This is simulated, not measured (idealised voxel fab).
The following is a process module called voxel wiring stack.
We display cut, a cross-section 140 nm in width whose square cells are each 5 nm.
Reading order for cross-sections: top band down to bottom band. Underlying form: a grid of square cells. Band size: one or more rows of cells.
Band entry format. Leading values: height of top, height of bottom, nm. Remainder: materials in left-to-right order, each with its width in nm. Special words: "full width" on a single material, which then fills the band edge to edge; "air", empty space.
Below 0: as-received wafer, all one material; heights counted from there. Lowest band: no bottom, goes on down, written "0 nm and below".
With a width like "30 to 40", each row of cells in the band differs from the next by the same amount, the top row carrying the first number and the bottom row the second.
"left unchanged" for a step: no cell of the cross-section changed in that step.
For the entry "Closed cavity list", the listed items are empty spaces with no open way to the top whose size is 8 cells or more; each item follows the pattern width x height at distance, where distance is from the left edge and all three are in nm.
What comes after the settings on a step's line is commentary from the simulator itself on that step.
If you see "overlay nm" on a step's line and that step has a mask, it's telling you how far right of where it was planned the mask ended up; a negative number means it went left instead.
These are the steps we planned for the process
1 RECEIVE [material Si]
2 CONFORMAL_DEP [material SiO2] [thk nm 10]
3 CONFORMAL_DEP [material SiN] [thk nm 5]
4 DIRECTIONAL_DEP [material lowk] [thk nm 15]
5 PATTERN [tone open] [mask id METAL_1] [material resist] [width nm 30] [pitch nm 50] [thk nm 20] [overlay nm 0]
6 DIRECTIONAL_ETCH [etch materials lowk] [depth nm 15]
7 DIRECTIONAL_ETCH [etch materials SiN] [depth nm 5]
8 STRIP [etch materials resist]
9 CONFORMAL_DEP [material TiN] [thk nm 5]
10 FILL_DEP [material Cu] [thk nm 5]
11 CMP [height nm 30]
12 CONFORMAL_DEP [material SiCN] [thk nm 5]
13 DIRECTIONAL_DEP [material SiO2] [thk nm 30]
14 MASKED_ETCH [tone open] [mask id METAL_2_HOLES] [width nm 15] [pitch nm 50] [etch materials SiO2] [depth nm 30] [overlay nm 0]
15 DIRECTIONAL_DEP [material aC] [thk nm 15]
16 PATTERN [tone open] [mask id METAL_2] [material resist] [width nm 30] [pitch nm 50] [thk nm 30] [overlay nm 0]
17 DIRECTIONAL_ETCH [etch materials aC] [depth nm 15]
18 STRIP [etch materials resist]
19 DIRECTIONAL_ETCH [etch materials SiO2] [depth nm 15]
20 DIRECTIONAL_ETCH [etch materials SiCN] [depth nm 5]
21 STRIP [etch materials aC]
22 CONFORMAL_DEP [material TiN] [thk nm 5]
23 FILL_DEP [material Cu] [thk nm 5]
24 CMP [height nm 65]
25 CONFORMAL_DEP [material SiCN] [thk nm 5]
26 DIRECTIONAL_DEP [material lowk] [thk nm 10]
27 PATTERN [tone open] [mask id PLUG_2] [material resist] [width nm 15] [pitch nm 50] [thk nm 15] [overlay nm 0]
28 DIRECTIONAL_ETCH [etch materials lowk] [depth nm 10]
29 DIRECTIONAL_ETCH [etch materials SiCN] [depth nm 5]
30 STRIP [etch materials resist]
31 EPI [material Ru] [thk nm 10]
32 EPI [material Ru] [thk nm 5]
33 CONFORMAL_DEP [material SiCN] [thk nm 5]
34 DIRECTIONAL_DEP [material lowk] [thk nm 15]
35 PATTERN [tone open] [mask id METAL_3] [material resist] [width nm 30] [pitch nm 50] [thk nm 20] [overlay nm 0]
36 DIRECTIONAL_ETCH [etch materials lowk] [depth nm 15]
37 DIRECTIONAL_ETCH [etch materials SiCN] [depth nm 5]
38 STRIP [etch materials resist]
39 CONFORMAL_DEP [material TiN] [thk nm 5]
40 FILL_DEP [material Ru] [thk nm 5]
41 CMP [height nm 100]
42 EPI [material Ru] [thk nm 5]
43 FILL_DEP [material SiCN] [thk nm 5]
44 DIRECTIONAL_DEP [material lowk] [thk nm 30]
45 PATTERN [tone open] [mask id METAL_4_HOLES] [material resist] [width nm 15] [thk nm 20] [overlay nm 0]
46 DIRECTIONAL_ETCH [etch materials lowk] [depth nm 30]
47 STRIP [etch materials resist]
48 PATTERN [tone open] [mask id METAL_4] [material resist] [width nm 30] [pitch nm 50] [thk nm 15] [overlay nm 0]
49 DIRECTIONAL_ETCH [etch materials lowk] [depth nm 15]
50 DIRECTIONAL_ETCH [etch materials SiCN] [depth nm 5]
51 STRIP [etch materials resist]
52 CONFORMAL_DEP [material TiN] [thk nm 5]
53 FILL_DEP [material Cu] [thk nm 10]
54 CMP [height nm 140]
55 CONFORMAL_DEP [material SiN] [thk nm 5]
Wafer, first of two, run as planned
As received (post step 1): cross-section
  0 nm and below  Si full width
  Closed cavity list: none
After step 2, in cross-section
  10 nm to 0 nm  SiO2 full width
  Below 0 it's all the same as before, nothing changed down there.
After step 3, in cross-section
  15 nm to 10 nm  SiN full width
  Below 10 it's all the same as before, nothing changed down there.
After step 4, in cross-section
  30 nm to 15 nm  lowk full width
  Below 15 it's all the same as before, nothing changed down there.
After step 5, in cross-section
  50 nm to 30 nm  30 of resist | 30 of air | 20 of resist | 30 of air | 30 of resist
  Below 30 it's all the same as before, nothing changed down there.
After step 6, in cross-section
  50 nm to 30 nm  30 of resist | 30 of air | 20 of resist | 30 of air | 30 of resist
  30 nm to 15 nm  30 of lowk | 30 of air | 20 of lowk | 30 of air | 30 of lowk
  Below 15 it's all the same as before, nothing changed down there.
After step 7, in cross-section
  50 nm to 30 nm  30 of resist | 30 of air | 20 of resist | 30 of air | 30 of resist
  30 nm to 15 nm  30 of lowk | 30 of air | 20 of lowk | 30 of air | 30 of lowk
  15 nm to 10 nm  30 of SiN | 30 of air | 20 of SiN | 30 of air | 30 of SiN
  Below 10 it's all the same as before, nothing changed down there.
After step 8, in cross-section
  30 nm to 15 nm  30 of lowk | 30 of air | 20 of lowk | 30 of air | 30 of lowk
  Below 15 it's all the same as before, nothing changed down there.
After step 9, in cross-section
  35 nm to 30 nm  35 of TiN | 20 of air | 30 of TiN | 20 of air | 35 of TiN
  30 nm to 15 nm  30 of lowk | 5 of TiN | 20 of air | 5 of TiN | 20 of lowk | 5 of TiN | 20 of air | 5 of TiN | 30 of lowk
  15 nm to 10 nm  30 of SiN | 30 of TiN | 20 of SiN | 30 of TiN | 30 of SiN
  Below 10 it's all the same as before, nothing changed down there.
After step 10, in cross-section
  40 nm to 35 nm  Cu full width
  35 nm to 30 nm  35 of TiN | 20 of Cu | 30 of TiN | 20 of Cu | 35 of TiN
  30 nm to 15 nm  30 of lowk | 5 of TiN | 20 of Cu | 5 of TiN | 20 of lowk | 5 of TiN | 20 of Cu | 5 of TiN | 30 of lowk
  Below 15 it's all the same as before, nothing changed down there.
After step 11, in cross-section
  30 nm to 15 nm  30 of lowk | 5 of TiN | 20 of Cu | 5 of TiN | 20 of lowk | 5 of TiN | 20 of Cu | 5 of TiN | 30 of lowk
  Below 15 it's all the same as before, nothing changed down there.
After step 12, in cross-section
  35 nm to 30 nm  SiCN full width
  Below 30 it's all the same as before, nothing changed down there.
After step 13, in cross-section
  65 nm to 35 nm  SiO2 full width
  Below 35 it's all the same as before, nothing changed down there.
After step 14, in cross-section
  65 nm to 35 nm  30 of SiO2 | 15 of air | 35 of SiO2 | 15 of air | 45 of SiO2
  Below 35 it's all the same as before, nothing changed down there.
After step 15, in cross-section
  80 nm to 65 nm  30 of aC | 15 of air | 35 of aC | 15 of air | 45 of aC
  65 nm to 50 nm  30 of SiO2 | 15 of air | 35 of SiO2 | 15 of air | 45 of SiO2
  50 nm to 35 nm  30 of SiO2 | 15 of aC | 35 of SiO2 | 15 of aC | 45 of SiO2
  Below 35 it's all the same as before, nothing changed down there.
After step 16, in cross-section
  110 nm to 80 nm  30 of resist | 30 of air | 20 of resist | 30 of air | 30 of resist
  Below 80 it's all the same as before, nothing changed down there.
After step 17, in cross-section
  95 nm to 80 nm  30 of resist | 30 of air | 20 of resist | 30 of air | 30 of resist
  80 nm to 65 nm  30 of aC | 30 of air | 20 of aC | 30 of air | 30 of aC
  65 nm to 35 nm  30 of SiO2 | 15 of air | 35 of SiO2 | 15 of air | 45 of SiO2
  Below 35 it's all the same as before, nothing changed down there.
After step 18, in cross-section
  80 nm to 65 nm  30 of aC | 30 of air | 20 of aC | 30 of air | 30 of aC
  Below 65 it's all the same as before, nothing changed down there.
After step 19, in cross-section
  80 nm to 65 nm  30 of aC | 30 of air | 20 of aC | 30 of air | 30 of aC
  65 nm to 50 nm  30 of SiO2 | 30 of air | 20 of SiO2 | 30 of air | 30 of SiO2
  Below 50 it's all the same as before, nothing changed down there.
After step 20, in cross-section
  80 nm to 65 nm  30 of aC | 30 of air | 20 of aC | 30 of air | 30 of aC
  65 nm to 50 nm  30 of SiO2 | 30 of air | 20 of SiO2 | 30 of air | 30 of SiO2
  50 nm to 35 nm  30 of SiO2 | 15 of air | 35 of SiO2 | 15 of air | 45 of SiO2
  35 nm to 30 nm  30 of SiCN | 15 of air | 35 of SiCN | 15 of air | 45 of SiCN
  Below 30 it's all the same as before, nothing changed down there.
After step 21, in cross-section
  65 nm to 50 nm  30 of SiO2 | 30 of air | 20 of SiO2 | 30 of air | 30 of SiO2
  Below 50 it's all the same as before, nothing changed down there.
After step 22, in cross-section
  70 nm to 65 nm  35 of TiN | 20 of air | 30 of TiN | 20 of air | 35 of TiN
  65 nm to 55 nm  30 of SiO2 | 5 of TiN | 20 of air | 5 of TiN | 20 of SiO2 | 5 of TiN | 20 of air | 5 of TiN | 30 of SiO2
  55 nm to 50 nm  30 of SiO2 | 5 of TiN | 5 of air | 20 of TiN | 20 of SiO2 | 5 of TiN | 5 of air | 20 of TiN | 30 of SiO2
  50 nm to 35 nm  30 of SiO2 | 5 of TiN | 5 of air | 5 of TiN | 35 of SiO2 | 5 of TiN | 5 of air | 5 of TiN | 45 of SiO2
  35 nm to 30 nm  30 of SiCN | 15 of TiN | 35 of SiCN | 15 of TiN | 45 of SiCN
  Below 30 it's all the same as before, nothing changed down there.
After step 23, in cross-section
  75 nm to 70 nm  Cu full width
  70 nm to 65 nm  35 of TiN | 20 of Cu | 30 of TiN | 20 of Cu | 35 of TiN
  65 nm to 55 nm  30 of SiO2 | 5 of TiN | 20 of Cu | 5 of TiN | 20 of SiO2 | 5 of TiN | 20 of Cu | 5 of TiN | 30 of SiO2
  55 nm to 50 nm  30 of SiO2 | 5 of TiN | 5 of Cu | 20 of TiN | 20 of SiO2 | 5 of TiN | 5 of Cu | 20 of TiN | 30 of SiO2
  50 nm to 35 nm  30 of SiO2 | 5 of TiN | 5 of Cu | 5 of TiN | 35 of SiO2 | 5 of TiN | 5 of Cu | 5 of TiN | 45 of SiO2
  Below 35 it's all the same as before, nothing changed down there.
After step 24, in cross-section
  65 nm to 55 nm  30 of SiO2 | 5 of TiN | 20 of Cu | 5 of TiN | 20 of SiO2 | 5 of TiN | 20 of Cu | 5 of TiN | 30 of SiO2
  Below 55 it's all the same as before, nothing changed down there.
After step 25, in cross-section
  70 nm to 65 nm  SiCN full width
  Below 65 it's all the same as before, nothing changed down there.
After step 26, in cross-section
  80 nm to 70 nm  lowk full width
  Below 70 it's all the same as before, nothing changed down there.
After step 27, in cross-section
  95 nm to 80 nm  30 of resist | 15 of air | 35 of resist | 15 of air | 45 of resist
  Below 80 it's all the same as before, nothing changed down there.
After step 28, in cross-section
  95 nm to 80 nm  30 of resist | 15 of air | 35 of resist | 15 of air | 45 of resist
  80 nm to 70 nm  30 of lowk | 15 of air | 35 of lowk | 15 of air | 45 of lowk
  Below 70 it's all the same as before, nothing changed down there.
After step 29, in cross-section
  95 nm to 80 nm  30 of resist | 15 of air | 35 of resist | 15 of air | 45 of resist
  80 nm to 70 nm  30 of lowk | 15 of air | 35 of lowk | 15 of air | 45 of lowk
  70 nm to 65 nm  30 of SiCN | 15 of air | 35 of SiCN | 15 of air | 45 of SiCN
  Below 65 it's all the same as before, nothing changed down there.
After step 30, in cross-section
  80 nm to 70 nm  30 of lowk | 15 of air | 35 of lowk | 15 of air | 45 of lowk
  Below 70 it's all the same as before, nothing changed down there.
After step 31, in cross-section
  80 nm to 75 nm  30 of lowk | 15 of air | 35 of lowk | 15 of air | 45 of lowk
  75 nm to 70 nm  30 of lowk | 15 of Ru | 35 of lowk | 15 of Ru | 45 of lowk
  70 nm to 65 nm  30 of SiCN | 15 of Ru | 35 of SiCN | 15 of Ru | 45 of SiCN
  Below 65 it's all the same as before, nothing changed down there.
After step 32, in cross-section
  80 nm to 70 nm  30 of lowk | 15 of Ru | 35 of lowk | 15 of Ru | 45 of lowk
  Below 70 it's all the same as before, nothing changed down there.
After step 33, in cross-section
  85 nm to 80 nm  SiCN full width
  Below 80 it's all the same as before, nothing changed down there.
After step 34, in cross-section
  100 nm to 85 nm  lowk full width
  Below 85 it's all the same as before, nothing changed down there.
After step 35, in cross-section
  120 nm to 100 nm  30 of resist | 30 of air | 20 of resist | 30 of air | 30 of resist
  Below 100 it's all the same as before, nothing changed down there.
After step 36, in cross-section
  120 nm to 100 nm  30 of resist | 30 of air | 20 of resist | 30 of air | 30 of resist
  100 nm to 85 nm  30 of lowk | 30 of air | 20 of lowk | 30 of air | 30 of lowk
  Below 85 it's all the same as before, nothing changed down there.
After step 37, in cross-section
  120 nm to 100 nm  30 of resist | 30 of air | 20 of resist | 30 of air | 30 of resist
  100 nm to 85 nm  30 of lowk | 30 of air | 20 of lowk | 30 of air | 30 of lowk
  85 nm to 80 nm  30 of SiCN | 30 of air | 20 of SiCN | 30 of air | 30 of SiCN
  Below 80 it's all the same as before, nothing changed down there.
After step 38, in cross-section
  100 nm to 85 nm  30 of lowk | 30 of air | 20 of lowk | 30 of air | 30 of lowk
  Below 85 it's all the same as before, nothing changed down there.
After step 39, in cross-section
  105 nm to 100 nm  35 of TiN | 20 of air | 30 of TiN | 20 of air | 35 of TiN
  100 nm to 85 nm  30 of lowk | 5 of TiN | 20 of air | 5 of TiN | 20 of lowk | 5 of TiN | 20 of air | 5 of TiN | 30 of lowk
  85 nm to 80 nm  30 of SiCN | 30 of TiN | 20 of SiCN | 30 of TiN | 30 of SiCN
  Below 80 it's all the same as before, nothing changed down there.
After step 40, in cross-section
  110 nm to 105 nm  Ru full width
  105 nm to 100 nm  35 of TiN | 20 of Ru | 30 of TiN | 20 of Ru | 35 of TiN
  100 nm to 85 nm  30 of lowk | 5 of TiN | 20 of Ru | 5 of TiN | 20 of lowk | 5 of TiN | 20 of Ru | 5 of TiN | 30 of lowk
  Below 85 it's all the same as before, nothing changed down there.
After step 41, in cross-section
  100 nm to 85 nm  30 of lowk | 5 of TiN | 20 of Ru | 5 of TiN | 20 of lowk | 5 of TiN | 20 of Ru | 5 of TiN | 30 of lowk
  Below 85 it's all the same as before, nothing changed down there.
After step 42, in cross-section
  105 nm to 100 nm  25 of air | 40 of Ru | 10 of air | 40 of Ru | 25 of air
  Below 100 it's all the same as before, nothing changed down there.
After step 43, in cross-section
  110 nm to 105 nm  SiCN full width
  105 nm to 100 nm  25 of SiCN | 40 of Ru | 10 of SiCN | 40 of Ru | 25 of SiCN
  Below 100 it's all the same as before, nothing changed down there.
After step 44, in cross-section
  140 nm to 110 nm  lowk full width
  Below 110 it's all the same as before, nothing changed down there.
After step 45, in cross-section
  160 nm to 140 nm  30 of resist | 15 of air | 95 of resist
  Below 140 it's all the same as before, nothing changed down there.
After step 46, in cross-section
  160 nm to 140 nm  30 of resist | 15 of air | 95 of resist
  140 nm to 110 nm  30 of lowk | 15 of air | 95 of lowk
  Below 110 it's all the same as before, nothing changed down there.
After step 47, in cross-section
  140 nm to 110 nm  30 of lowk | 15 of air | 95 of lowk
  Below 110 it's all the same as before, nothing changed down there.
After step 48, in cross-section
  155 nm to 140 nm  30 of resist | 30 of air | 20 of resist | 30 of air | 30 of resist
  Below 140 it's all the same as before, nothing changed down there.
After step 49, in cross-section
  155 nm to 140 nm  30 of resist | 30 of air | 20 of resist | 30 of air | 30 of resist
  140 nm to 125 nm  30 of lowk | 30 of air | 20 of lowk | 30 of air | 30 of lowk
  Below 125 it's all the same as before, nothing changed down there.
After step 50, in cross-section
  155 nm to 140 nm  30 of resist | 30 of air | 20 of resist | 30 of air | 30 of resist
  140 nm to 125 nm  30 of lowk | 30 of air | 20 of lowk | 30 of air | 30 of lowk
  125 nm to 110 nm  30 of lowk | 15 of air | 95 of lowk
  110 nm to 105 nm  30 of SiCN | 15 of air | 95 of SiCN
  Below 105 it's all the same as before, nothing changed down there.
After step 51, in cross-section
  140 nm to 125 nm  30 of lowk | 30 of air | 20 of lowk | 30 of air | 30 of lowk
  Below 125 it's all the same as before, nothing changed down there.
After step 52, in cross-section
  145 nm to 140 nm  35 of TiN | 20 of air | 30 of TiN | 20 of air | 35 of TiN
  140 nm to 130 nm  30 of lowk | 5 of TiN | 20 of air | 5 of TiN | 20 of lowk | 5 of TiN | 20 of air | 5 of TiN | 30 of lowk
  130 nm to 125 nm  30 of lowk | 5 of TiN | 5 of air | 20 of TiN | 20 of lowk | 30 of TiN | 30 of lowk
  125 nm to 110 nm  30 of lowk | 5 of TiN | 5 of air | 5 of TiN | 95 of lowk
  110 nm to 105 nm  30 of SiCN | 15 of TiN | 95 of SiCN
  Below 105 it's all the same as before, nothing changed down there.
After step 53, in cross-section
  155 nm to 145 nm  Cu full width
  145 nm to 140 nm  35 of TiN | 20 of Cu | 30 of TiN | 20 of Cu | 35 of TiN
  140 nm to 130 nm  30 of lowk | 5 of TiN | 20 of Cu | 5 of TiN | 20 of lowk | 5 of TiN | 20 of Cu | 5 of TiN | 30 of lowk
  130 nm to 125 nm  30 of lowk | 5 of TiN | 5 of Cu | 20 of TiN | 20 of lowk | 30 of TiN | 30 of lowk
  125 nm to 110 nm  30 of lowk | 5 of TiN | 5 of Cu | 5 of TiN | 95 of lowk
  Below 110 it's all the same as before, nothing changed down there.
After step 54, in cross-section
  140 nm to 130 nm  30 of lowk | 5 of TiN | 20 of Cu | 5 of TiN | 20 of lowk | 5 of TiN | 20 of Cu | 5 of TiN | 30 of lowk
  Below 130 it's all the same as before, nothing changed down there.
After step 55, in cross-section
  145 nm to 140 nm  SiN full width
  Below 140 it's all the same as before, nothing changed down there.
Wafer two. Identical start, identical plan. One mistake in execution. Identical history through step 47
At the planned end of step 48, the second wafer in cross-section
  155 nm to 140 nm  30 of air | 30 of resist | 20 of air | 30 of resist | 30 of air
  140 nm to 110 nm  30 of lowk | 15 of resist | 95 of lowk
  Below 110 it's all the same as before, nothing changed down there.
At the planned end of step 49, the second wafer in cross-section
  155 nm to 140 nm  30 of air | 30 of resist | 20 of air | 30 of resist | 30 of air
  140 nm to 125 nm  30 of air | 15 of resist | 15 of lowk | 20 of air | 30 of lowk | 30 of air
  Below 125 it's all the same as before, nothing changed down there.
At the planned end of step 50, the second wafer in cross-section: left unchanged
At the planned end of step 51, the second wafer in cross-section
  140 nm to 125 nm  45 of air | 15 of lowk | 20 of air | 30 of lowk | 30 of air
  125 nm to 110 nm  30 of lowk | 15 of air | 95 of lowk
  Below 110 it's all the same as before, nothing changed down there.
At the planned end of step 52, the second wafer in cross-section
  145 nm to 140 nm  40 of air | 25 of TiN | 10 of air | 40 of TiN | 25 of air
  140 nm to 130 nm  40 of air | 5 of TiN | 15 of lowk | 5 of TiN | 10 of air | 5 of TiN | 30 of lowk | 5 of TiN | 25 of air
  130 nm to 125 nm  35 of TiN | 5 of air | 5 of TiN | 15 of lowk | 20 of TiN | 30 of lowk | 30 of TiN
  125 nm to 115 nm  30 of lowk | 5 of TiN | 5 of air | 5 of TiN | 95 of lowk
  115 nm to 110 nm  30 of lowk | 15 of TiN | 95 of lowk
  Below 110 it's all the same as before, nothing changed down there.
At the planned end of step 53, the second wafer in cross-section
  155 nm to 145 nm  Cu full width
  145 nm to 140 nm  40 of Cu | 25 of TiN | 10 of Cu | 40 of TiN | 25 of Cu
  140 nm to 130 nm  40 of Cu | 5 of TiN | 15 of lowk | 5 of TiN | 10 of Cu | 5 of TiN | 30 of lowk | 5 of TiN | 25 of Cu
  130 nm to 125 nm  35 of TiN | 5 of Cu | 5 of TiN | 15 of lowk | 20 of TiN | 30 of lowk | 30 of TiN
  125 nm to 115 nm  30 of lowk | 5 of TiN | 5 of Cu | 5 of TiN | 95 of lowk
  Below 115 it's all the same as before, nothing changed down there.
At the planned end of step 54, the second wafer in cross-section
  140 nm to 130 nm  40 of Cu | 5 of TiN | 15 of lowk | 5 of TiN | 10 of Cu | 5 of TiN | 30 of lowk | 5 of TiN | 25 of Cu
  Below 130 it's all the same as before, nothing changed down there.
At the planned end of step 55, the second wafer in cross-section
  145 nm to 140 nm  SiN full width
  Below 140 it's all the same as before, nothing changed down there.
Heads up, the wafer didn't run the way we planned it: step 48 ran differently from the plan; actual operation with settings: PATTERN [tone cover] [mask id METAL_4] [material resist] [width nm 30] [pitch nm 50] [thk nm 15] [overlay nm 0]
In the final state, the cell counts of the second wafer exceed or fall short of those of the first for the following materials: 13 more of Cu; 3 more of SiCN; 5 more of TiN; 21 fewer of lowk
